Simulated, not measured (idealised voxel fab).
The following is a process module called voxel capacitor over wiring.
In the cross-section labelled cut, the width is 200 nm and each square cell is 5 nm.
Think of the cross-section as a grid of square cells. We describe it in bands, top to bottom, and each band covers one or more rows of those cells.
Per band: top height and bottom height in nm, followed by the left-to-right materials and their widths in nm; "full width" marks a single material spanning edge to edge, "blank" marks empty space.
We count height from 0. Below that, the starting wafer is all one material. The lowest band never ends at the bottom but goes on down; see "0..down" for how that is written.
A two-number width, for instance "30..40", indicates that the width is equal to the first number in the top row of the band and to the second number in the bottom row, and that it changes by a constant amount per row of cells.
The cross-section has no changed cell in any step marked "remains unaltered".
Enclosed void list: empty space of 8 cells or more with no open way to the top, each as width x height at its distance from the left edge, in nm
Where a step's line continues beyond its settings, the continuation is a remark by the simulator itself on that step.
overlay nm: on a step with a mask, how far right of its planned place the mask lay; negative means left.
**Listed below are the process steps as planned**
1,RECEIVE | material Si
2,CONFORMAL_DEP | material SiO2 | thk nm 15
3,DIRECTIONAL_DEP | material TiN | thk nm 5
4,DIRECTIONAL_DEP | material Ru | thk nm 15
5,PATTERN | tone cover | mask id METAL_1 | material resist | width nm 25 | pitch nm 85 | thk nm 15 | overlay nm 0
6,DIRECTIONAL_ETCH | etch materials Ru | depth nm 15
7,DIRECTIONAL_ETCH | etch materials TiN | depth nm 5
8,STRIP | etch materials resist
9,FILL_DEP | material lowk | thk nm 5
10,CMP | height nm 35
11,CONFORMAL_DEP | material SiCN | thk nm 5
12,DIRECTIONAL_DEP | material SiO2 | thk nm 10
13,MASKED_ETCH | tone open | mask id PLUG_1 | width nm 15 | etch materials SiO2 | depth nm 10 | overlay nm 0
14,MASKED_ETCH | tone open | mask id PLUG_1 | width nm 15 | etch materials SiCN | depth nm 5 | overlay nm 0
15,CONFORMAL_DEP | material TiN | thk nm 5
16,FILL_DEP | material W | thk nm 5
17,CMP | height nm 50
18,DIRECTIONAL_DEP | material TiN | thk nm 10
19,DIRECTIONAL_DEP | material HfO2 | thk nm 5
20,DIRECTIONAL_DEP | material TiN | thk nm 5
21,DIRECTIONAL_DEP | material aC | thk nm 10
22,PATTERN | tone cover | mask id UPPER_PLATE | material resist | width nm 65 | thk nm 30 | overlay nm 0
23,DIRECTIONAL_ETCH | etch materials aC | depth nm 10
24,STRIP | etch materials resist
25,DIRECTIONAL_ETCH | etch materials TiN | depth nm 5
26,DIRECTIONAL_ETCH | etch materials HfO2 | depth nm 5
27,STRIP | etch materials aC
28,MASKED_ETCH | tone cover | mask id LOWER_PLATE | width nm 75 | etch materials TiN | depth nm 10 | overlay nm 0
29,FILL_DEP | material SiO2 | thk nm 20
30,CMP | height nm 85
31,MASKED_ETCH | tone open | mask id PLUG_2 | width nm 15 | etch materials SiO2 | depth nm 15 | overlay nm 0
32,CONFORMAL_DEP | material TiN | thk nm 5
33,FILL_DEP | material Cu | thk nm 5
34,CMP | height nm 85
35,CONFORMAL_DEP | material SiN | thk nm 5
**First of two wafers, with the run carried out as planned**
**This is the cross-section of the wafer as we received it, i.e. after step 1**
    0..down  Si full width
    Enclosed void list: none
**after step 2**
    15..0  SiO2 full width
    Heights below 0 show no change.
**after step 3**
    20..15  TiN full width
    Heights below 15 show no change.
**after step 4**
    35..20  Ru full width
    Heights below 20 show no change.
**after step 5**
    50..35  45 blank, 25 resist, 60 blank, 25 resist, 45 blank
    Heights below 35 show no change.
**after step 6**
    50..35  45 blank, 25 resist, 60 blank, 25 resist, 45 blank
    35..20  45 blank, 25 Ru, 60 blank, 25 Ru, 45 blank
    Heights below 20 show no change.
**after step 7**
    50..35  45 blank, 25 resist, 60 blank, 25 resist, 45 blank
    35..20  45 blank, 25 Ru, 60 blank, 25 Ru, 45 blank
    20..15  45 blank, 25 TiN, 60 blank, 25 TiN, 45 blank
    Heights below 15 show no change.
**after step 8**
    35..20  45 blank, 25 Ru, 60 blank, 25 Ru, 45 blank
    Heights below 20 show no change.
**after step 9**
    40..35  lowk full width
    35..20  45 lowk, 25 Ru, 60 lowk, 25 Ru, 45 lowk
    20..15  45 lowk, 25 TiN, 60 lowk, 25 TiN, 45 lowk
    Heights below 15 show no change.
**after step 10**
    35..20  45 lowk, 25 Ru, 60 lowk, 25 Ru, 45 lowk
    Heights below 20 show no change.
**after step 11**
    40..35  SiCN full width
    Heights below 35 show no change.
**after step 12**
    50..40  SiO2 full width
    Heights below 40 show no change.
**after step 13**
    50..40  55 SiO2, 15 blank, 130 SiO2
    Heights below 40 show no change.
**after step 14**
    50..40  55 SiO2, 15 blank, 130 SiO2
    40..35  55 SiCN, 15 blank, 130 SiCN
    Heights below 35 show no change.
**after step 15**
    55..50  60 TiN, 5 blank, 135 TiN
    50..40  55 SiO2, 5 TiN, 5 blank, 5 TiN, 130 SiO2
    40..35  55 SiCN, 15 TiN, 130 SiCN
    Heights below 35 show no change.
**after step 16**
    60..55  W full width
    55..50  60 TiN, 5 W, 135 TiN
    50..40  55 SiO2, 5 TiN, 5 W, 5 TiN, 130 SiO2
    Heights below 40 show no change.
**after step 17**
    50..40  55 SiO2, 5 TiN, 5 W, 5 TiN, 130 SiO2
    Heights below 40 show no change.
**after step 18**
    60..50  TiN full width
    Heights below 50 show no change.
**after step 19**
    65..60  HfO2 full width
    Heights below 60 show no change.
**after step 20**
    70..65  TiN full width
    Heights below 65 show no change.
**after step 21**
    80..70  aC full width
    Heights below 70 show no change.
**after step 22**
    110..80  55 blank, 65 resist, 80 blank
    Heights below 80 show no change.
**after step 23**
    100..80  55 blank, 65 resist, 80 blank
    80..70  55 blank, 65 aC, 80 blank
    Heights below 70 show no change.
**after step 24**
    80..70  55 blank, 65 aC, 80 blank
    Heights below 70 show no change.
**after step 25**
    80..70  55 blank, 65 aC, 80 blank
    70..65  55 blank, 65 TiN, 80 blank
    Heights below 65 show no change.
**after step 26**
    80..70  55 blank, 65 aC, 80 blank
    70..65  55 blank, 65 TiN, 80 blank
    65..60  55 blank, 65 HfO2, 80 blank
    Heights below 60 show no change.
**after step 27**
    70..65  55 blank, 65 TiN, 80 blank
    Heights below 65 show no change.
**after step 28**
    70..65  55 blank, 65 TiN, 80 blank
    65..60  55 blank, 65 HfO2, 80 blank
    60..50  50 blank, 75 TiN, 75 blank
    Heights below 50 show no change.
**after step 29**
    90..70  SiO2 full width
    70..65  55 SiO2, 65 TiN, 80 SiO2
    65..60  55 SiO2, 65 HfO2, 80 SiO2
    60..50  50 SiO2, 75 TiN, 75 SiO2
    Heights below 50 show no change.
**after step 30**
    85..70  SiO2 full width
    Heights below 70 show no change.
**after step 31**
    85..70  65 SiO2, 15 blank, 120 SiO2
    Heights below 70 show no change.
**after step 32**
    90..85  70 TiN, 5 blank, 125 TiN
    85..75  65 SiO2, 5 TiN, 5 blank, 5 TiN, 120 SiO2
    75..65  65..55 SiO2, 15..65 TiN, 120..80 SiO2
    Heights below 65 show no change.
**after step 33**
    95..90  Cu full width
    90..85  70 TiN, 5 Cu, 125 TiN
    85..75  65 SiO2, 5 TiN, 5 Cu, 5 TiN, 120 SiO2
    Heights below 75 show no change.
**after step 34**
    85..75  65 SiO2, 5 TiN, 5 Cu, 5 TiN, 120 SiO2
    Heights below 75 show no change.
**after step 35**
    90..85  SiN full width
    Heights below 85 show no change.
**Regarding the second of the two wafers: it shared the first wafer's starting condition and process plan, yet one error occurred during its execution. Its history coincides with that of the first wafer up to and including step 27**
**Here is the second wafer in cross-section at the point where step 28 of the plan should have been done**
    70..65  55 blank, 65 TiN, 80 blank
    65..60  55 blank, 65 HfO2, 80 blank
    60..55  50 blank, 75 TiN, 75 blank
    Heights below 55 show no change.
**Here is the second wafer in cross-section at the point where step 29 of the plan should have been done**
    90..70  SiO2 full width
    70..65  55 SiO2, 65 TiN, 80 SiO2
    65..60  55 SiO2, 65 HfO2, 80 SiO2
    60..55  50 SiO2, 75 TiN, 75 SiO2
    Heights below 55 show no change.
**Here is the second wafer in cross-section at the point where step 30 of the plan should have been done**
    85..70  SiO2 full width
    Heights below 70 show no change.
**Here is the second wafer in cross-section at the point where step 31 of the plan should have been done**
    85..70  65 SiO2, 15 blank, 120 SiO2
    Heights below 70 show no change.
**Here is the second wafer in cross-section at the point where step 32 of the plan should have been done**
    90..85  70 TiN, 5 blank, 125 TiN
    85..75  65 SiO2, 5 TiN, 5 blank, 5 TiN, 120 SiO2
    75..65  65..55 SiO2, 15..65 TiN, 120..80 SiO2
    Heights below 65 show no change.
**Here is the second wafer in cross-section at the point where step 33 of the plan should have been done**
    95..90  Cu full width
    90..85  70 TiN, 5 Cu, 125 TiN
    85..75  65 SiO2, 5 TiN, 5 Cu, 5 TiN, 120 SiO2
    Heights below 75 show no change.
**Here is the second wafer in cross-section at the point where step 34 of the plan should have been done**
    85..75  65 SiO2, 5 TiN, 5 Cu, 5 TiN, 120 SiO2
    Heights below 75 show no change.
**Here is the second wafer in cross-section at the point where step 35 of the plan should have been done**
    90..85  SiN full width
    Heights below 85 show no change.
What broke from the plan during processing? in deviation from the planned setting, step 28 was conducted as MASKED_ETCH | tone cover | mask id LOWER_PLATE | width nm 75 | etch materials TiN | depth nm 5 | overlay nm 0
End of process, cell counts, second wafer against first, materials with more or fewer: -25 SiO2; +25 TiN
